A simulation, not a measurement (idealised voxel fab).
Proc. module: voxel transistor to metal
Displayed cross-section: cut, width of 205 nm, square cells sized 5 nm.
The cross-sections in this document take the form of a grid made of square cells. They are written out as bands, in order from top to bottom. Each band consists of one or more rows of cells. The band entry comprises the height of the band's top followed by the height of its bottom, expressed in nm, and subsequently the band's materials from left to right, each stated together with its width in nm. Where a single material is marked with the word "all across", that material fills the band from edge to edge. The word "blank" represents empty space. A quick word on heights: they are counted from 0, and under that level the wafer as it came to us is one material throughout. The lowest band is different from the rest in having no bottom; it simply continues downward, written as in "0 nm and below". Note: "30->40" means the width goes from the first number (top row of the band) to the second number (bottom row) in equal steps per row of cells. Any step labelled "no modifications" changed none of the cells in the cross-section. Basically, "Enclosed voids" tells you about the enclosed voids: empty spaces with no open way to the top, 8 cells or bigger, each written width x height at distance, where distance is from the left edge, all in nm. On each step's line, the part that comes after the settings is the simulator's own comment on the step. "overlay nm" denotes, for a step that has a mask, the displacement of the mask to the right of its planned place, with negative values corresponding to the left.
The following list gives the planned process steps
1: RECEIVE | material Si
2: OXIDIZE | depth nm 5
3: CONFORMAL_DEP | material SiN | thk nm 15
4: MASKED_ETCH | tone cover | mask id ACTIVE | width nm 110 | etch materials SiN | depth nm 15 | overlay nm 0
5: MASKED_ETCH | tone cover | mask id ACTIVE | width nm 110 | etch materials SiO2 | depth nm 5 | overlay nm 0
6: MASKED_ETCH | tone cover | mask id ACTIVE | width nm 110 | etch materials Si | depth nm 25 | overlay nm 0
7: FILL_DEP | material SiO2 | thk nm 10
8: CMP | height nm 15
9: SELECTIVE_ETCH | etch materials SiO2 | depth nm 5
10: STRIP | etch materials SiN
11: SELECTIVE_ETCH | etch materials SiO2 | depth nm 5
12: OXIDIZE | depth nm 5
13: DIRECTIONAL_DEP | material polySi | thk nm 25
14: DIRECTIONAL_DEP | material SiCN | thk nm 10
15: PATTERN | tone cover | mask id GATE | material resist | width nm 30 | thk nm 20 | overlay nm 0
16: DIRECTIONAL_ETCH | etch materials SiCN | depth nm 20
17: DIRECTIONAL_ETCH | etch materials polySi | depth nm 35
18: STRIP | etch materials resist
19: CONFORMAL_DEP | material SiO2 | thk nm 5
20: DIRECTIONAL_ETCH | etch materials SiO2 | depth nm 5
21: CONFORMAL_DEP | material SiN | thk nm 10
22: DIRECTIONAL_ETCH | etch materials SiN | depth nm 10
23: DIRECTIONAL_ETCH | etch materials SiO2 | depth nm 5
24: DIRECTIONAL_ETCH | etch materials Si | depth nm 5
25: EPI | material nSi | thk nm 5
26: FILL_DEP | material SiO2 | thk nm 5
27: CMP | height nm 20
28: STRIP | etch materials polySi
29: SELECTIVE_ETCH | etch materials SiO2 | depth nm 5
30: CONFORMAL_DEP | material HfO2 | thk nm 5
31: CONFORMAL_DEP | material TiN | thk nm 5
32: FILL_DEP | material W | thk nm 5
33: CMP | height nm 15
34: DIRECTIONAL_DEP | material SiO2 | thk nm 15
35: MASKED_ETCH | tone open | mask id CONTACT | width nm 20 | pitch nm 80 | etch materials SiO2 | depth nm 40 | overlay nm 0
36: CONFORMAL_DEP | material TiN | thk nm 5
37: FILL_DEP | material W | thk nm 5
38: CMP | height nm 30
39: DIRECTIONAL_DEP | material TiN | thk nm 5
40: DIRECTIONAL_DEP | material Ru | thk nm 15
41: PATTERN | tone cover | mask id METAL_1 | material resist | width nm 20 | pitch nm 80 | thk nm 15 | overlay nm 0
42: DIRECTIONAL_ETCH | etch materials Ru | depth nm 15
43: DIRECTIONAL_ETCH | etch materials TiN | depth nm 5
44: STRIP | etch materials resist
45: CONFORMAL_DEP | material SiCN | thk nm 5
46: FILL_DEP | material SiO2 | thk nm 10
47: CMP | height nm 50
48: CONFORMAL_DEP | material SiN | thk nm 5
Cross-section of the wafer as it came to us, i.e., already through step 1
    0 nm and below = Si all across
    Enclosed voids: none
Cross-sectional image of the first of two wafers at the end of the module, the run having proceeded as planned
    55 nm to 50 nm = SiN all across
    50 nm to 35 nm = SiO2: 45, SiCN: 5, Ru: 20, SiCN: 5, SiO2: 50, SiCN: 5, Ru: 20, SiCN: 5, SiO2: 50
    35 nm to 30 nm = SiCN: 50, TiN: 20, SiCN: 60, TiN: 20, SiCN: 55
    30 nm to 15 nm = SiO2: 50, TiN: 5, W: 10, TiN: 5, SiO2: 60, TiN: 5, W: 10, TiN: 5, SiO2: 55
    15 nm to 5 nm = SiO2: 50, TiN: 5->10, W: 10->5, TiN: 5, SiN: 10, HfO2: 5, TiN: 5, W: 20, TiN: 5, HfO2: 5, SiN: 10, TiN: 5, W: 10->5, TiN: 5->10, SiO2: 55
    5 nm to 0 nm = SiO2: 45, SiN: 10, TiN: 5, W: 5, TiN: 5, SiN: 10, HfO2: 5, TiN: 5, W: 20, TiN: 5, HfO2: 5, SiN: 10, TiN: 5, W: 5, TiN: 5, SiN: 10, SiO2: 50
    0 nm to -5 nm = SiO2: 45, SiN: 10, TiN: 15, SiN: 10, HfO2: 5, TiN: 30, HfO2: 5, SiN: 10, TiN: 15, SiN: 10, SiO2: 50
    -5 nm to -10 nm = SiO2: 55, nSi: 5, TiN: 5, nSi: 5, SiO2: 10, HfO2: 40, SiO2: 10, nSi: 5, TiN: 5, nSi: 5, SiO2: 60
    -10 nm to -15 nm = SiO2: 45, Si: 10, nSi: 15, Si: 60, nSi: 15, Si: 10, SiO2: 50
    -15 nm to -30 nm = SiO2: 45, Si: 110, SiO2: 50
    -30 nm and below = Si all across
    Enclosed voids: none
Cross-section of the latter of the two wafers at module completion. It had an identical start and an identical plan to the former; in running it, one mistake was made
    55 nm to 50 nm = SiN all across
    50 nm to 35 nm = SiO2: 45, SiCN: 5, Ru: 20, SiCN: 5, SiO2: 50, SiCN: 5, Ru: 20, SiCN: 5, SiO2: 50
    35 nm to 30 nm = SiCN: 50, TiN: 20, SiCN: 60, TiN: 20, SiCN: 55
    30 nm to 15 nm = SiO2: 50, TiN: 5, W: 10, TiN: 5, SiO2: 60, TiN: 5, W: 10, TiN: 5, SiO2: 55
    15 nm to 10 nm = SiO2: 50, TiN: 5, W: 10, TiN: 5, SiN: 10, HfO2: 5, TiN: 5, W: 20, TiN: 5, HfO2: 5, SiN: 10, TiN: 5, W: 10, TiN: 5, SiO2: 55
    10 nm to 5 nm = SiO2: 50, TiN: 20, SiN: 10, HfO2: 5, TiN: 5, W: 20, TiN: 5, HfO2: 5, SiN: 10, TiN: 20, SiO2: 55
    5 nm to 0 nm = SiO2: 45, SiN: 10, SiO2: 15, SiN: 10, HfO2: 5, TiN: 5, W: 20, TiN: 5, HfO2: 5, SiN: 10, SiO2: 15, SiN: 10, SiO2: 50
    0 nm to -5 nm = SiO2: 45, SiN: 10, SiO2: 15, SiN: 10, HfO2: 5, TiN: 30, HfO2: 5, SiN: 10, SiO2: 15, SiN: 10, SiO2: 50
    -5 nm to -10 nm = SiO2: 55, nSi: 5, SiO2: 5, nSi: 5, SiO2: 10, HfO2: 40, SiO2: 10, nSi: 5, SiO2: 5, nSi: 5, SiO2: 60
    -10 nm to -15 nm = SiO2: 45, Si: 10, nSi: 15, Si: 60, nSi: 15, Si: 10, SiO2: 50
    -15 nm to -30 nm = SiO2: 45, Si: 110, SiO2: 50
    -30 nm and below = Si all across
    Enclosed voids: none
Misprocessing identified: step 34 of the plan saw execution twice
It is noted that, at the conclusion of processing, the second wafer exhibits a higher or lower cell count for certain materials relative to the first: SiO2: 14 more, TiN: 10 fewer, W: 4 fewer
